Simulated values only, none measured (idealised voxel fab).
process module | voxel capacitor over wiring
Section cut is 270 nm wide and gridded with 5 nm square cells.
Heads up, the way a cross-section reads in here is a grid of square cells, handed over as bands from the top down, with every band being one or more rows of cells.
Band: top height; bottom height; in nm. Then, left to right: material with width in nm, for each material. "full width": a single material spanning edge to edge. "empty": empty space.
The level at which height equals 0 is the one under which the wafer, as it arrives, is entirely one material. No lower edge exists for the bottom band, which continues downward and is notated as in "top 0, no bottom".
A two-number width, for instance "30..40", indicates that the width is equal to the first number in the top row of the band and to the second number in the bottom row, and that it changes by a constant amount per row of cells.
Basically "no alterations made" means that step didn't change any cell in the cross-section.
Any empty space of 8 cells or more lacking an open way to the top shows up in "Fully closed voids" as width x height at distance, distance from the left edge, in nm.
Heads up: the bit after the settings on a step's line is the simulator's remark on that step.
overlay nm, on a step with a mask: how far to the right of its planned place the mask lay; to the left if negative
So here's the lineup of process steps we planned:
1: op RECEIVE | material Si
2: op CONFORMAL_DEP | material SiO2 | thk nm 15
3: op CONFORMAL_DEP | material SiCN | thk nm 5
4: op DIRECTIONAL_DEP | material SiO2 | thk nm 15
5: op DIRECTIONAL_DEP | material aC | thk nm 10
6: op PATTERN | tone open | mask id METAL_1 | material resist | width nm 15 | pitch nm 90 | thk nm 25 | overlay nm 0
7: op DIRECTIONAL_ETCH | etch materials aC | depth nm 10
8: op STRIP | etch materials resist
9: op DIRECTIONAL_ETCH | etch materials SiO2 | depth nm 15
10: op DIRECTIONAL_ETCH | etch materials SiCN | depth nm 5
11: op STRIP | etch materials aC
12: op CONFORMAL_DEP | material TiN | thk nm 5
13: op FILL_DEP | material Ru | thk nm 5
14: op CMP | height nm 35
15: op CONFORMAL_DEP | material SiCN | thk nm 5
16: op DIRECTIONAL_DEP | material SiO2 | thk nm 20
17: op MASKED_ETCH | tone open | mask id PLUG_1 | width nm 15 | etch materials SiO2 | depth nm 20 | overlay nm 0
18: op MASKED_ETCH | tone open | mask id PLUG_1 | width nm 15 | etch materials SiCN | depth nm 5 | overlay nm 0
19: op CONFORMAL_DEP | material TiN | thk nm 5
20: op FILL_DEP | material Cu | thk nm 5
21: op CMP | height nm 60
22: op DIRECTIONAL_DEP | material TiN | thk nm 10
23: op DIRECTIONAL_DEP | material HfO2 | thk nm 5
24: op DIRECTIONAL_DEP | material TiN | thk nm 5
25: op DIRECTIONAL_DEP | material aC | thk nm 10
26: op PATTERN | tone cover | mask id UPPER_PLATE | material resist | width nm 70 | thk nm 25 | overlay nm 0
27: op DIRECTIONAL_ETCH | etch materials aC | depth nm 10
28: op STRIP | etch materials resist
29: op DIRECTIONAL_ETCH | etch materials TiN | depth nm 5
30: op DIRECTIONAL_ETCH | etch materials HfO2 | depth nm 5
31: op STRIP | etch materials aC
32: op DIRECTIONAL_DEP | material aC | thk nm 15
33: op PATTERN | tone cover | mask id LOWER_PLATE | material resist | width nm 80 | thk nm 30 | overlay nm 0
34: op DIRECTIONAL_ETCH | etch materials aC | depth nm 15
35: op STRIP | etch materials resist
36: op DIRECTIONAL_ETCH | etch materials TiN | depth nm 10
37: op STRIP | etch materials aC
38: op FILL_DEP | material SiO2 | thk nm 20
39: op CMP | height nm 95
40: op MASKED_ETCH | tone open | mask id PLUG_2 | width nm 15 | etch materials SiO2 | depth nm 15 | overlay nm 0
41: op CONFORMAL_DEP | material TiN | thk nm 5
42: op FILL_DEP | material W | thk nm 5
43: op CMP | height nm 95
44: op CONFORMAL_DEP | material SiCN | thk nm 5
All wafers enter the flow in the same state. The width nm at step 6 differs from wafer to wafer, and the plan gives the value for the first wafer.
The first of several wafers in cross-section, exactly as it reached us after step 1:
> top 0, no bottom: Si full width
> Fully closed voids: none
End of module: cross-section of the first of several wafers after step 44, the last step:
> top 100, bottom 95: SiCN full width
> top 95, bottom 85: 95 SiO2 / 5 TiN / 5 W / 5 TiN / 160 SiO2
> top 85, bottom 75: 95..85 SiO2 / 15..70 TiN / 160..115 SiO2
> top 75, bottom 70: 85 SiO2 / 70 HfO2 / 115 SiO2
> top 70, bottom 60: 80 SiO2 / 80 TiN / 110 SiO2
> top 60, bottom 40: 85 SiO2 / 5 TiN / 5 Cu / 5 TiN / 170 SiO2
> top 40, bottom 35: 85 SiCN / 15 TiN / 170 SiCN
> top 35, bottom 20: 80 SiO2 / 5 TiN / 5 Ru / 5 TiN / 75 SiO2 / 5 TiN / 5 Ru / 5 TiN / 85 SiO2
> top 20, bottom 15: 80 SiCN / 15 TiN / 75 SiCN / 15 TiN / 85 SiCN
> top 15, bottom 0: SiO2 full width
> top 0, no bottom: Si full width
> Fully closed voids: none
Here's the last wafer cross-sectioned at the end of the module:
> top 100, bottom 95: SiCN full width
> top 95, bottom 85: 95 SiO2 / 5 TiN / 5 W / 5 TiN / 160 SiO2
> top 85, bottom 75: 95..85 SiO2 / 15..70 TiN / 160..115 SiO2
> top 75, bottom 70: 85 SiO2 / 70 HfO2 / 115 SiO2
> top 70, bottom 60: 80 SiO2 / 80 TiN / 110 SiO2
> top 60, bottom 40: 85 SiO2 / 5 TiN / 5 Cu / 5 TiN / 170 SiO2
> top 40, bottom 35: 85 SiCN / 15 TiN / 170 SiCN
> top 35, bottom 20: 70 SiO2 / 5 TiN / 30 Ru / 5 TiN / 50 SiO2 / 5 TiN / 30 Ru / 5 TiN / 70 SiO2
> top 20, bottom 15: 70 SiCN / 40 TiN / 50 SiCN / 40 TiN / 70 SiCN
> top 15, bottom 0: SiO2 full width
> top 0, no bottom: Si full width
> Fully closed voids: none
Where each wafer stands at the end of the module, a row apiece: cells of each material gained (+) or lost (-) since it was received, then closed voids:
width nm 15, +4 Cu, +14 HfO2, +6 Ru, +153 SiCN, +819 SiO2, +82 TiN, +2 W, Fully closed voids: none
width nm 20, +4 Cu, +14 HfO2, +12 Ru, +151 SiCN, +813 SiO2, +84 TiN, +2 W, Fully closed voids: none
width nm 25, +4 Cu, +14 HfO2, +18 Ru, +149 SiCN, +807 SiO2, +86 TiN, +2 W, Fully closed voids: none
width nm 30, +4 Cu, +14 HfO2, +24 Ru, +147 SiCN, +801 SiO2, +88 TiN, +2 W, Fully closed voids: none
width nm 35, +4 Cu, +14 HfO2, +30 Ru, +145 SiCN, +795 SiO2, +90 TiN, +2 W, Fully closed voids: none
width nm 40, +4 Cu, +14 HfO2, +36 Ru, +143 SiCN, +789 SiO2, +92 TiN, +2 W, Fully closed voids: none
